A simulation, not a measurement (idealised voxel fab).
Process module under the name voxel wiring stack
FYI the section here is cut, 215 nm wide, cells are 5 nm squares.
Cross-section, as written here: a square-cell grid given band by band from the top down, where a band holds one or more rows of cells. Quick guide to a band line: top height, bottom height (nm) up front; then every material left to right with its width in nm. Only one material and it's marked "all across"? Then it fills the band edge to edge. And "air" just means empty space. Below 0: as-received wafer, all one material; heights counted from there. Lowest band: no bottom, goes on down, written "0 and below". A width such as "30..40" changes by the same amount from each row of cells to the next, from the band's top row to its bottom row. "no modifications" for a step: no cell of the cross-section changed in that step. "Enclosed void catalog": sealed empty spaces, 8 cells or more, no open way to top, listed width x height at distance, with distance from the left edge and width, height and distance in nm. It should be noted that, on the line of a given step, the content following the step's settings is a remark produced by the simulator itself with respect to that step. A step line may carry the setting "overlay nm", which, for steps involving a mask, states the distance by which the mask lay to the right of its intended position; negative values denote displacement to the left.

STEPS PLANNED FOR THE PROCESS
1: RECEIVE,material Si
2: CONFORMAL_DEP,material SiO2,thk nm 10
3: DIRECTIONAL_DEP,material TiN,thk nm 5
4: DIRECTIONAL_DEP,material Ru,thk nm 15
5: MASKED_ETCH,tone cover,mask id METAL_1,width nm 25,pitch nm 50,etch materials Ru,depth nm 15,overlay nm 0
6: MASKED_ETCH,tone cover,mask id METAL_1,width nm 25,pitch nm 50,etch materials TiN,depth nm 5,overlay nm 0
7: FILL_DEP,material lowk,thk nm 5
8: CMP,height nm 30
9: CONFORMAL_DEP,material SiCN,thk nm 5
10: DIRECTIONAL_DEP,material SiO2,thk nm 15
11: PATTERN,tone open,mask id PLUG_1,material resist,width nm 15,thk nm 15,overlay nm 0
12: DIRECTIONAL_ETCH,etch materials SiO2,depth nm 15
13: DIRECTIONAL_ETCH,etch materials SiCN,depth nm 5
14: STRIP,etch materials resist
15: EPI,material Ru,thk nm 10
16: EPI,material Ru,thk nm 10
17: DIRECTIONAL_DEP,material TiN,thk nm 5
18: DIRECTIONAL_DEP,material Ru,thk nm 20
19: DIRECTIONAL_DEP,material aC,thk nm 15
20: PATTERN,tone cover,mask id METAL_2,material resist,width nm 25,pitch nm 50,thk nm 35,overlay nm 0
21: DIRECTIONAL_ETCH,etch materials aC,depth nm 15
22: STRIP,etch materials resist
23: DIRECTIONAL_ETCH,etch materials Ru,depth nm 20
24: DIRECTIONAL_ETCH,etch materials TiN,depth nm 5
25: STRIP,etch materials aC
26: CONFORMAL_DEP,material SiN,thk nm 5
27: FILL_DEP,material SiO2,thk nm 5
28: CMP,height nm 75
29: CONFORMAL_DEP,material SiCN,thk nm 5
30: DIRECTIONAL_DEP,material lowk,thk nm 10
31: MASKED_ETCH,tone open,mask id PLUG_2,width nm 15,pitch nm 50,etch materials lowk,depth nm 10,overlay nm 0
32: MASKED_ETCH,tone open,mask id PLUG_2,width nm 15,pitch nm 50,etch materials SiCN,depth nm 5,overlay nm 0
33: CONFORMAL_DEP,material TiN,thk nm 5
34: FILL_DEP,material Ru,thk nm 10
35: CMP,height nm 90
36: CONFORMAL_DEP,material SiCN,thk nm 5
37: DIRECTIONAL_DEP,material SiO2,thk nm 20
38: PATTERN,tone open,mask id METAL_3,material resist,width nm 25,pitch nm 50,thk nm 15,overlay nm 0
39: DIRECTIONAL_ETCH,etch materials SiO2,depth nm 20
40: DIRECTIONAL_ETCH,etch materials SiCN,depth nm 5
41: STRIP,etch materials resist
42: CONFORMAL_DEP,material TiN,thk nm 5
43: FILL_DEP,material W,thk nm 10
44: CMP,height nm 115
45: EPI,material Ru,thk nm 5
46: FILL_DEP,material SiCN,thk nm 5
47: DIRECTIONAL_DEP,material lowk,thk nm 30
48: DIRECTIONAL_DEP,material aC,thk nm 10
49: PATTERN,tone open,mask id METAL_4_HOLES,material resist,width nm 15,thk nm 30,overlay nm 0
50: DIRECTIONAL_ETCH,etch materials aC,depth nm 10
51: STRIP,etch materials resist
52: DIRECTIONAL_ETCH,etch materials lowk,depth nm 30
53: STRIP,etch materials aC
54: DIRECTIONAL_DEP,material aC,thk nm 10
55: PATTERN,tone open,mask id METAL_4,material resist,width nm 25,pitch nm 50,thk nm 25,overlay nm 0
56: DIRECTIONAL_ETCH,etch materials aC,depth nm 10
57: STRIP,etch materials resist
58: DIRECTIONAL_ETCH,etch materials lowk,depth nm 15
59: DIRECTIONAL_ETCH,etch materials SiCN,depth nm 5
60: STRIP,etch materials aC
61: CONFORMAL_DEP,material TiN,thk nm 5
62: FILL_DEP,material Cu,thk nm 5
63: CMP,height nm 155
64: CONFORMAL_DEP,material SiN,thk nm 5

FIRST WAFER, AS PLANNED

WAFER AS RECEIVED: CROSS-SECTION FOLLOWING STEP 1
* 0 and below = Si all across
* Enclosed void catalog: none

CROSS-SECTION THROUGH THE WAFER, STEP 2 FINISHED
* 10 down to 0 = SiO2 all across
* Lower than 0, everything is as it was.

CROSS-SECTION THROUGH THE WAFER, STEP 3 FINISHED
* 15 down to 10 = TiN all across
* Lower than 10, everything is as it was.

CROSS-SECTION THROUGH THE WAFER, STEP 4 FINISHED
* 30 down to 15 = Ru all across
* Lower than 15, everything is as it was.

CROSS-SECTION THROUGH THE WAFER, STEP 5 FINISHED
* 30 down to 15 = air (70)  Ru (25)  air (25)  Ru (25)  air (70)
* Lower than 15, everything is as it was.

CROSS-SECTION THROUGH THE WAFER, STEP 6 FINISHED
* 30 down to 15 = air (70)  Ru (25)  air (25)  Ru (25)  air (70)
* 15 down to 10 = air (70)  TiN (25)  air (25)  TiN (25)  air (70)
* Lower than 10, everything is as it was.

CROSS-SECTION THROUGH THE WAFER, STEP 7 FINISHED
* 35 down to 30 = lowk all across
* 30 down to 15 = lowk (70)  Ru (25)  lowk (25)  Ru (25)  lowk (70)
* 15 down to 10 = lowk (70)  TiN (25)  lowk (25)  TiN (25)  lowk (70)
* Lower than 10, everything is as it was.

CROSS-SECTION THROUGH THE WAFER, STEP 8 FINISHED
* 30 down to 15 = lowk (70)  Ru (25)  lowk (25)  Ru (25)  lowk (70)
* Lower than 15, everything is as it was.

CROSS-SECTION THROUGH THE WAFER, STEP 9 FINISHED
* 35 down to 30 = SiCN all across
* Lower than 30, everything is as it was.

CROSS-SECTION THROUGH THE WAFER, STEP 10 FINISHED
* 50 down to 35 = SiO2 all across
* Lower than 35, everything is as it was.

CROSS-SECTION THROUGH THE WAFER, STEP 11 FINISHED
* 65 down to 50 = resist (70)  air (15)  resist (130)
* Lower than 50, everything is as it was.

CROSS-SECTION THROUGH THE WAFER, STEP 12 FINISHED
* 65 down to 50 = resist (70)  air (15)  resist (130)
* 50 down to 35 = SiO2 (70)  air (15)  SiO2 (130)
* Lower than 35, everything is as it was.

CROSS-SECTION THROUGH THE WAFER, STEP 13 FINISHED
* 65 down to 50 = resist (70)  air (15)  resist (130)
* 50 down to 35 = SiO2 (70)  air (15)  SiO2 (130)
* 35 down to 30 = SiCN (70)  air (15)  SiCN (130)
* Lower than 30, everything is as it was.

CROSS-SECTION THROUGH THE WAFER, STEP 14 FINISHED
* 50 down to 35 = SiO2 (70)  air (15)  SiO2 (130)
* Lower than 35, everything is as it was.

CROSS-SECTION THROUGH THE WAFER, STEP 15 FINISHED
* 50 down to 40 = SiO2 (70)  air (15)  SiO2 (130)
* 40 down to 35 = SiO2 (70)  Ru (15)  SiO2 (130)
* 35 down to 30 = SiCN (70)  Ru (15)  SiCN (130)
* Lower than 30, everything is as it was.

CROSS-SECTION THROUGH THE WAFER, STEP 16 FINISHED
* 50 down to 35 = SiO2 (70)  Ru (15)  SiO2 (130)
* Lower than 35, everything is as it was.

CROSS-SECTION THROUGH THE WAFER, STEP 17 FINISHED
* 55 down to 50 = TiN all across
* Lower than 50, everything is as it was.

CROSS-SECTION THROUGH THE WAFER, STEP 18 FINISHED
* 75 down to 55 = Ru all across
* Lower than 55, everything is as it was.

CROSS-SECTION THROUGH THE WAFER, STEP 19 FINISHED
* 90 down to 75 = aC all across
* Lower than 75, everything is as it was.

CROSS-SECTION THROUGH THE WAFER, STEP 20 FINISHED
* 125 down to 90 = air (70)  resist (25)  air (25)  resist (25)  air (70)
* Lower than 90, everything is as it was.

CROSS-SECTION THROUGH THE WAFER, STEP 21 FINISHED
* 110 down to 90 = air (70)  resist (25)  air (25)  resist (25)  air (70)
* 90 down to 75 = air (70)  aC (25)  air (25)  aC (25)  air (70)
* Lower than 75, everything is as it was.

CROSS-SECTION THROUGH THE WAFER, STEP 22 FINISHED
* 90 down to 75 = air (70)  aC (25)  air (25)  aC (25)  air (70)
* Lower than 75, everything is as it was.

CROSS-SECTION THROUGH THE WAFER, STEP 23 FINISHED
* 90 down to 75 = air (70)  aC (25)  air (25)  aC (25)  air (70)
* 75 down to 55 = air (70)  Ru (25)  air (25)  Ru (25)  air (70)
* Lower than 55, everything is as it was.

CROSS-SECTION THROUGH THE WAFER, STEP 24 FINISHED
* 90 down to 75 = air (70)  aC (25)  air (25)  aC (25)  air (70)
* 75 down to 55 = air (70)  Ru (25)  air (25)  Ru (25)  air (70)
* 55 down to 50 = air (70)  TiN (25)  air (25)  TiN (25)  air (70)
* Lower than 50, everything is as it was.

CROSS-SECTION THROUGH THE WAFER, STEP 25 FINISHED
* 75 down to 55 = air (70)  Ru (25)  air (25)  Ru (25)  air (70)
* Lower than 55, everything is as it was.

CROSS-SECTION THROUGH THE WAFER, STEP 26 FINISHED
* 80 down to 75 = air (65)  SiN (35)  air (15)  SiN (35)  air (65)
* 75 down to 55 = air (65)  SiN (5)  Ru (25)  SiN (5)  air (15)  SiN (5)  Ru (25)  SiN (5)  air (65)
* 55 down to 50 = SiN (70)  TiN (25)  SiN (25)  TiN (25)  SiN (70)
* Lower than 50, everything is as it was.

CROSS-SECTION THROUGH THE WAFER, STEP 27 FINISHED
* 85 down to 80 = SiO2 all across
* 80 down to 75 = SiO2 (65)  SiN (35)  SiO2 (15)  SiN (35)  SiO2 (65)
* 75 down to 55 = SiO2 (65)  SiN (5)  Ru (25)  SiN (5)  SiO2 (15)  SiN (5)  Ru (25)  SiN (5)  SiO2 (65)
* Lower than 55, everything is as it was.

CROSS-SECTION THROUGH THE WAFER, STEP 28 FINISHED
* 75 down to 55 = SiO2 (65)  SiN (5)  Ru (25)  SiN (5)  SiO2 (15)  SiN (5)  Ru (25)  SiN (5)  SiO2 (65)
* Lower than 55, everything is as it was.

CROSS-SECTION THROUGH THE WAFER, STEP 29 FINISHED
* 80 down to 75 = SiCN all across
* Lower than 75, everything is as it was.

CROSS-SECTION THROUGH THE WAFER, STEP 30 FINISHED
* 90 down to 80 = lowk all across
* Lower than 80, everything is as it was.

CROSS-SECTION THROUGH THE WAFER, STEP 31 FINISHED
* 90 down to 80 = lowk (70)  air (15)  lowk (35)  air (15)  lowk (80)
* Lower than 80, everything is as it was.

CROSS-SECTION THROUGH THE WAFER, STEP 32 FINISHED
* 90 down to 80 = lowk (70)  air (15)  lowk (35)  air (15)  lowk (80)
* 80 down to 75 = SiCN (70)  air (15)  SiCN (35)  air (15)  SiCN (80)
* Lower than 75, everything is as it was.

CROSS-SECTION THROUGH THE WAFER, STEP 33 FINISHED
* 95 down to 90 = TiN (75)  air (5)  TiN (45)  air (5)  TiN (85)
* 90 down to 80 = lowk (70)  TiN (5)  air (5)  TiN (5)  lowk (35)  TiN (5)  air (5)  TiN (5)  lowk (80)
* 80 down to 75 = SiCN (70)  TiN (15)  SiCN (35)  TiN (15)  SiCN (80)
* Lower than 75, everything is as it was.

CROSS-SECTION THROUGH THE WAFER, STEP 34 FINISHED
* 105 down to 95 = Ru all across
* 95 down to 90 = TiN (75)  Ru (5)  TiN (45)  Ru (5)  TiN (85)
* 90 down to 80 = lowk (70)  TiN (5)  Ru (5)  TiN (5)  lowk (35)  TiN (5)  Ru (5)  TiN (5)  lowk (80)
* Lower than 80, everything is as it was.

CROSS-SECTION THROUGH THE WAFER, STEP 35 FINISHED
* 90 down to 80 = lowk (70)  TiN (5)  Ru (5)  TiN (5)  lowk (35)  TiN (5)  Ru (5)  TiN (5)  lowk (80)
* Lower than 80, everything is as it was.

CROSS-SECTION THROUGH THE WAFER, STEP 36 FINISHED
* 95 down to 90 = SiCN all across
* Lower than 90, everything is as it was.

CROSS-SECTION THROUGH THE WAFER, STEP 37 FINISHED
* 115 down to 95 = SiO2 all across
* Lower than 95, everything is as it was.

CROSS-SECTION THROUGH THE WAFER, STEP 38 FINISHED
* 130 down to 115 = resist (70)  air (25)  resist (25)  air (25)  resist (70)
* Lower than 115, everything is as it was.

CROSS-SECTION THROUGH THE WAFER, STEP 39 FINISHED
* 130 down to 115 = resist (70)  air (25)  resist (25)  air (25)  resist (70)
* 115 down to 95 = SiO2 (70)  air (25)  SiO2 (25)  air (25)  SiO2 (70)
* Lower than 95, everything is as it was.

CROSS-SECTION THROUGH THE WAFER, STEP 40 FINISHED
* 130 down to 115 = resist (70)  air (25)  resist (25)  air (25)  resist (70)
* 115 down to 95 = SiO2 (70)  air (25)  SiO2 (25)  air (25)  SiO2 (70)
* 95 down to 90 = SiCN (70)  air (25)  SiCN (25)  air (25)  SiCN (70)
* Lower than 90, everything is as it was.

CROSS-SECTION THROUGH THE WAFER, STEP 41 FINISHED
* 115 down to 95 = SiO2 (70)  air (25)  SiO2 (25)  air (25)  SiO2 (70)
* Lower than 95, everything is as it was.

CROSS-SECTION THROUGH THE WAFER, STEP 42 FINISHED
* 120 down to 115 = TiN (75)  air (15)  TiN (35)  air (15)  TiN (75)
* 115 down to 95 = SiO2 (70)  TiN (5)  air (15)  TiN (5)  SiO2 (25)  TiN (5)  air (15)  TiN (5)  SiO2 (70)
* 95 down to 90 = SiCN (70)  TiN (25)  SiCN (25)  TiN (25)  SiCN (70)
* Lower than 90, everything is as it was.

CROSS-SECTION THROUGH THE WAFER, STEP 43 FINISHED
* 130 down to 120 = W all across
* 120 down to 115 = TiN (75)  W (15)  TiN (35)  W (15)  TiN (75)
* 115 down to 95 = SiO2 (70)  TiN (5)  W (15)  TiN (5)  SiO2 (25)  TiN (5)  W (15)  TiN (5)  SiO2 (70)
* Lower than 95, everything is as it was.

CROSS-SECTION THROUGH THE WAFER, STEP 44 FINISHED
* 115 down to 95 = SiO2 (70)  TiN (5)  W (15)  TiN (5)  SiO2 (25)  TiN (5)  W (15)  TiN (5)  SiO2 (70)
* Lower than 95, everything is as it was.

CROSS-SECTION THROUGH THE WAFER, STEP 45 FINISHED
* 120 down to 115 = air (65)  Ru (35)  air (15)  Ru (35)  air (65)
* Lower than 115, everything is as it was.

CROSS-SECTION THROUGH THE WAFER, STEP 46 FINISHED
* 125 down to 120 = SiCN all across
* 120 down to 115 = SiCN (65)  Ru (35)  SiCN (15)  Ru (35)  SiCN (65)
* Lower than 115, everything is as it was.

CROSS-SECTION THROUGH THE WAFER, STEP 47 FINISHED
* 155 down to 125 = lowk all across
* Lower than 125, everything is as it was.

CROSS-SECTION THROUGH THE WAFER, STEP 48 FINISHED
* 165 down to 155 = aC all across
* Lower than 155, everything is as it was.

CROSS-SECTION THROUGH THE WAFER, STEP 49 FINISHED
* 195 down to 165 = resist (70)  air (15)  resist (130)
* Lower than 165, everything is as it was.

CROSS-SECTION THROUGH THE WAFER, STEP 50 FINISHED
* 185 down to 165 = resist (70)  air (15)  resist (130)
* 165 down to 155 = aC (70)  air (15)  aC (130)
* Lower than 155, everything is as it was.

CROSS-SECTION THROUGH THE WAFER, STEP 51 FINISHED
* 165 down to 155 = aC (70)  air (15)  aC (130)
* Lower than 155, everything is as it was.

CROSS-SECTION THROUGH THE WAFER, STEP 52 FINISHED
* 165 down to 155 = aC (70)  air (15)  aC (130)
* 155 down to 125 = lowk (70)  air (15)  lowk (130)
* Lower than 125, everything is as it was.

CROSS-SECTION THROUGH THE WAFER, STEP 53 FINISHED
* 155 down to 125 = lowk (70)  air (15)  lowk (130)
* Lower than 125, everything is as it was.

CROSS-SECTION THROUGH THE WAFER, STEP 54 FINISHED
* 165 down to 155 = aC (70)  air (15)  aC (130)
* 155 down to 135 = lowk (70)  air (15)  lowk (130)
* 135 down to 125 = lowk (70)  aC (15)  lowk (130)
* Lower than 125, everything is as it was.

CROSS-SECTION THROUGH THE WAFER, STEP 55 FINISHED
* 190 down to 165 = resist (70)  air (25)  resist (25)  air (25)  resist (70)
* Lower than 165, everything is as it was.

CROSS-SECTION THROUGH THE WAFER, STEP 56 FINISHED
* 180 down to 165 = resist (70)  air (25)  resist (25)  air (25)  resist (70)
* 165 down to 155 = aC (70)  air (25)  aC (25)  air (25)  aC (70)
* 155 down to 125 = lowk (70)  air (15)  lowk (130)
* Lower than 125, everything is as it was.

CROSS-SECTION THROUGH THE WAFER, STEP 57 FINISHED
* 165 down to 155 = aC (70)  air (25)  aC (25)  air (25)  aC (70)
* Lower than 155, everything is as it was.

CROSS-SECTION THROUGH THE WAFER, STEP 58 FINISHED
* 165 down to 155 = aC (70)  air (25)  aC (25)  air (25)  aC (70)
* 155 down to 140 = lowk (70)  air (25)  lowk (25)  air (25)  lowk (70)
* Lower than 140, everything is as it was.

CROSS-SECTION THROUGH THE WAFER, STEP 59 FINISHED
* 165 down to 155 = aC (70)  air (25)  aC (25)  air (25)  aC (70)
* 155 down to 140 = lowk (70)  air (25)  lowk (25)  air (25)  lowk (70)
* 140 down to 125 = lowk (70)  air (15)  lowk (130)
* 125 down to 120 = SiCN (70)  air (15)  SiCN (130)
* Lower than 120, everything is as it was.

CROSS-SECTION THROUGH THE WAFER, STEP 60 FINISHED
* 155 down to 140 = lowk (70)  air (25)  lowk (25)  air (25)  lowk (70)
* Lower than 140, everything is as it was.

CROSS-SECTION THROUGH THE WAFER, STEP 61 FINISHED
* 160 down to 155 = TiN (75)  air (15)  TiN (35)  air (15)  TiN (75)
* 155 down to 145 = lowk (70)  TiN (5)  air (15)  TiN (5)  lowk (25)  TiN (5)  air (15)  TiN (5)  lowk (70)
* 145 down to 140 = lowk (70)  TiN (5)  air (5)  TiN (15)  lowk (25)  TiN (25)  lowk (70)
* 140 down to 125 = lowk (70)  TiN (5)  air (5)  TiN (5)  lowk (130)
* 125 down to 120 = SiCN (70)  TiN (15)  SiCN (130)
* Lower than 120, everything is as it was.

CROSS-SECTION THROUGH THE WAFER, STEP 62 FINISHED
* 165 down to 160 = Cu all across
* 160 down to 155 = TiN (75)  Cu (15)  TiN (35)  Cu (15)  TiN (75)
* 155 down to 145 = lowk (70)  TiN (5)  Cu (15)  TiN (5)  lowk (25)  TiN (5)  Cu (15)  TiN (5)  lowk (70)
* 145 down to 140 = lowk (70)  TiN (5)  Cu (5)  TiN (15)  lowk (25)  TiN (25)  lowk (70)
* 140 down to 125 = lowk (70)  TiN (5)  Cu (5)  TiN (5)  lowk (130)
* Lower than 125, everything is as it was.

CROSS-SECTION THROUGH THE WAFER, STEP 63 FINISHED
* 155 down to 145 = lowk (70)  TiN (5)  Cu (15)  TiN (5)  lowk (25)  TiN (5)  Cu (15)  TiN (5)  lowk (70)
* Lower than 145, everything is as it was.

CROSS-SECTION THROUGH THE WAFER, STEP 64 FINISHED
* 160 down to 155 = SiN all across
* Lower than 155, everything is as it was.

SECOND WAFER (IDENTICAL START AND PLAN, ONE PROCESSING ERROR; MATCHES FIRST WAFER THROUGH STEP 27)

PLANNED END OF STEP 28: SECOND WAFER, CROSS-SECTION
* 70 down to 55 = SiO2 (65)  SiN (5)  Ru (25)  SiN (5)  SiO2 (15)  SiN (5)  Ru (25)  SiN (5)  SiO2 (65)
* Lower than 55, everything is as it was.

PLANNED END OF STEP 29: SECOND WAFER, CROSS-SECTION
* 75 down to 70 = SiCN all across
* Lower than 70, everything is as it was.

PLANNED END OF STEP 30: SECOND WAFER, CROSS-SECTION
* 85 down to 75 = lowk all across
* Lower than 75, everything is as it was.

PLANNED END OF STEP 31: SECOND WAFER, CROSS-SECTION
* 85 down to 75 = lowk (70)  air (15)  lowk (35)  air (15)  lowk (80)
* Lower than 75, everything is as it was.

PLANNED END OF STEP 32: SECOND WAFER, CROSS-SECTION
* 85 down to 75 = lowk (70)  air (15)  lowk (35)  air (15)  lowk (80)
* 75 down to 70 = SiCN (70)  air (15)  SiCN (35)  air (15)  SiCN (80)
* Lower than 70, everything is as it was.

PLANNED END OF STEP 33: SECOND WAFER, CROSS-SECTION
* 90 down to 85 = TiN (75)  air (5)  TiN (45)  air (5)  TiN (85)
* 85 down to 75 = lowk (70)  TiN (5)  air (5)  TiN (5)  lowk (35)  TiN (5)  air (5)  TiN (5)  lowk (80)
* 75 down to 70 = SiCN (70)  TiN (15)  SiCN (35)  TiN (15)  SiCN (80)
* Lower than 70, everything is as it was.

PLANNED END OF STEP 34: SECOND WAFER, CROSS-SECTION
* 100 down to 90 = Ru all across
* 90 down to 85 = TiN (75)  Ru (5)  TiN (45)  Ru (5)  TiN (85)
* 85 down to 75 = lowk (70)  TiN (5)  Ru (5)  TiN (5)  lowk (35)  TiN (5)  Ru (5)  TiN (5)  lowk (80)
* Lower than 75, everything is as it was.

PLANNED END OF STEP 35: SECOND WAFER, CROSS-SECTION
* 90 down to 85 = TiN (75)  Ru (5)  TiN (45)  Ru (5)  TiN (85)
* Lower than 85, everything is as it was.

PLANNED END OF STEP 36: SECOND WAFER, CROSS-SECTION
* 95 down to 90 = SiCN all across
* Lower than 90, everything is as it was.

PLANNED END OF STEP 37: SECOND WAFER, CROSS-SECTION
* 115 down to 95 = SiO2 all across
* Lower than 95, everything is as it was.

PLANNED END OF STEP 38: SECOND WAFER, CROSS-SECTION
* 130 down to 115 = resist (70)  air (25)  resist (25)  air (25)  resist (70)
* Lower than 115, everything is as it was.

PLANNED END OF STEP 39: SECOND WAFER, CROSS-SECTION
* 130 down to 115 = resist (70)  air (25)  resist (25)  air (25)  resist (70)
* 115 down to 95 = SiO2 (70)  air (25)  SiO2 (25)  air (25)  SiO2 (70)
* Lower than 95, everything is as it was.

PLANNED END OF STEP 40: SECOND WAFER, CROSS-SECTION
* 130 down to 115 = resist (70)  air (25)  resist (25)  air (25)  resist (70)
* 115 down to 95 = SiO2 (70)  air (25)  SiO2 (25)  air (25)  SiO2 (70)
* 95 down to 90 = SiCN (70)  air (25)  SiCN (25)  air (25)  SiCN (70)
* Lower than 90, everything is as it was.

PLANNED END OF STEP 41: SECOND WAFER, CROSS-SECTION
* 115 down to 95 = SiO2 (70)  air (25)  SiO2 (25)  air (25)  SiO2 (70)
* Lower than 95, everything is as it was.

PLANNED END OF STEP 42: SECOND WAFER, CROSS-SECTION
* 120 down to 115 = TiN (75)  air (15)  TiN (35)  air (15)  TiN (75)
* 115 down to 95 = SiO2 (70)  TiN (5)  air (15)  TiN (5)  SiO2 (25)  TiN (5)  air (15)  TiN (5)  SiO2 (70)
* 95 down to 90 = SiCN (70)  TiN (25)  SiCN (25)  TiN (25)  SiCN (70)
* Lower than 90, everything is as it was.

PLANNED END OF STEP 43: SECOND WAFER, CROSS-SECTION
* 130 down to 120 = W all across
* 120 down to 115 = TiN (75)  W (15)  TiN (35)  W (15)  TiN (75)
* 115 down to 95 = SiO2 (70)  TiN (5)  W (15)  TiN (5)  SiO2 (25)  TiN (5)  W (15)  TiN (5)  SiO2 (70)
* Lower than 95, everything is as it was.

PLANNED END OF STEP 44: SECOND WAFER, CROSS-SECTION
* 115 down to 95 = SiO2 (70)  TiN (5)  W (15)  TiN (5)  SiO2 (25)  TiN (5)  W (15)  TiN (5)  SiO2 (70)
* Lower than 95, everything is as it was.

PLANNED END OF STEP 45: SECOND WAFER, CROSS-SECTION
* 120 down to 115 = air (65)  Ru (35)  air (15)  Ru (35)  air (65)
* Lower than 115, everything is as it was.

PLANNED END OF STEP 46: SECOND WAFER, CROSS-SECTION
* 125 down to 120 = SiCN all across
* 120 down to 115 = SiCN (65)  Ru (35)  SiCN (15)  Ru (35)  SiCN (65)
* Lower than 115, everything is as it was.

PLANNED END OF STEP 47: SECOND WAFER, CROSS-SECTION
* 155 down to 125 = lowk all across
* Lower than 125, everything is as it was.

PLANNED END OF STEP 48: SECOND WAFER, CROSS-SECTION
* 165 down to 155 = aC all across
* Lower than 155, everything is as it was.

PLANNED END OF STEP 49: SECOND WAFER, CROSS-SECTION
* 195 down to 165 = resist (70)  air (15)  resist (130)
* Lower than 165, everything is as it was.

PLANNED END OF STEP 50: SECOND WAFER, CROSS-SECTION
* 185 down to 165 = resist (70)  air (15)  resist (130)
* 165 down to 155 = aC (70)  air (15)  aC (130)
* Lower than 155, everything is as it was.

PLANNED END OF STEP 51: SECOND WAFER, CROSS-SECTION
* 165 down to 155 = aC (70)  air (15)  aC (130)
* Lower than 155, everything is as it was.

PLANNED END OF STEP 52: SECOND WAFER, CROSS-SECTION
* 165 down to 155 = aC (70)  air (15)  aC (130)
* 155 down to 125 = lowk (70)  air (15)  lowk (130)
* Lower than 125, everything is as it was.

PLANNED END OF STEP 53: SECOND WAFER, CROSS-SECTION
* 155 down to 125 = lowk (70)  air (15)  lowk (130)
* Lower than 125, everything is as it was.

PLANNED END OF STEP 54: SECOND WAFER, CROSS-SECTION
* 165 down to 155 = aC (70)  air (15)  aC (130)
* 155 down to 135 = lowk (70)  air (15)  lowk (130)
* 135 down to 125 = lowk (70)  aC (15)  lowk (130)
* Lower than 125, everything is as it was.

PLANNED END OF STEP 55: SECOND WAFER, CROSS-SECTION
* 190 down to 165 = resist (70)  air (25)  resist (25)  air (25)  resist (70)
* Lower than 165, everything is as it was.

PLANNED END OF STEP 56: SECOND WAFER, CROSS-SECTION
* 180 down to 165 = resist (70)  air (25)  resist (25)  air (25)  resist (70)
* 165 down to 155 = aC (70)  air (25)  aC (25)  air (25)  aC (70)
* 155 down to 125 = lowk (70)  air (15)  lowk (130)
* Lower than 125, everything is as it was.

PLANNED END OF STEP 57: SECOND WAFER, CROSS-SECTION
* 165 down to 155 = aC (70)  air (25)  aC (25)  air (25)  aC (70)
* Lower than 155, everything is as it was.

PLANNED END OF STEP 58: SECOND WAFER, CROSS-SECTION
* 165 down to 155 = aC (70)  air (25)  aC (25)  air (25)  aC (70)
* 155 down to 140 = lowk (70)  air (25)  lowk (25)  air (25)  lowk (70)
* Lower than 140, everything is as it was.

PLANNED END OF STEP 59: SECOND WAFER, CROSS-SECTION
* 165 down to 155 = aC (70)  air (25)  aC (25)  air (25)  aC (70)
* 155 down to 140 = lowk (70)  air (25)  lowk (25)  air (25)  lowk (70)
* 140 down to 125 = lowk (70)  air (15)  lowk (130)
* 125 down to 120 = SiCN (70)  air (15)  SiCN (130)
* Lower than 120, everything is as it was.

PLANNED END OF STEP 60: SECOND WAFER, CROSS-SECTION
* 155 down to 140 = lowk (70)  air (25)  lowk (25)  air (25)  lowk (70)
* Lower than 140, everything is as it was.

PLANNED END OF STEP 61: SECOND WAFER, CROSS-SECTION
* 160 down to 155 = TiN (75)  air (15)  TiN (35)  air (15)  TiN (75)
* 155 down to 145 = lowk (70)  TiN (5)  air (15)  TiN (5)  lowk (25)  TiN (5)  air (15)  TiN (5)  lowk (70)
* 145 down to 140 = lowk (70)  TiN (5)  air (5)  TiN (15)  lowk (25)  TiN (25)  lowk (70)
* 140 down to 125 = lowk (70)  TiN (5)  air (5)  TiN (5)  lowk (130)
* 125 down to 120 = SiCN (70)  TiN (15)  SiCN (130)
* Lower than 120, everything is as it was.

PLANNED END OF STEP 62: SECOND WAFER, CROSS-SECTION
* 165 down to 160 = Cu all across
* 160 down to 155 = TiN (75)  Cu (15)  TiN (35)  Cu (15)  TiN (75)
* 155 down to 145 = lowk (70)  TiN (5)  Cu (15)  TiN (5)  lowk (25)  TiN (5)  Cu (15)  TiN (5)  lowk (70)
* 145 down to 140 = lowk (70)  TiN (5)  Cu (5)  TiN (15)  lowk (25)  TiN (25)  lowk (70)
* 140 down to 125 = lowk (70)  TiN (5)  Cu (5)  TiN (5)  lowk (130)
* Lower than 125, everything is as it was.

PLANNED END OF STEP 63: SECOND WAFER, CROSS-SECTION
* 155 down to 145 = lowk (70)  TiN (5)  Cu (15)  TiN (5)  lowk (25)  TiN (5)  Cu (15)  TiN (5)  lowk (70)
* Lower than 145, everything is as it was.

PLANNED END OF STEP 64: SECOND WAFER, CROSS-SECTION
* 160 down to 155 = SiN all across
* Lower than 155, everything is as it was.
Against the plan, the run slipped here: step 28 went in with a setting other than planned; the actual run was CMP,height nm 70
End of process, cell counts, second wafer against first, materials with more or fewer: Ru: 8 fewer | SiN: 4 fewer | SiO2: 29 fewer | TiN: 41 more
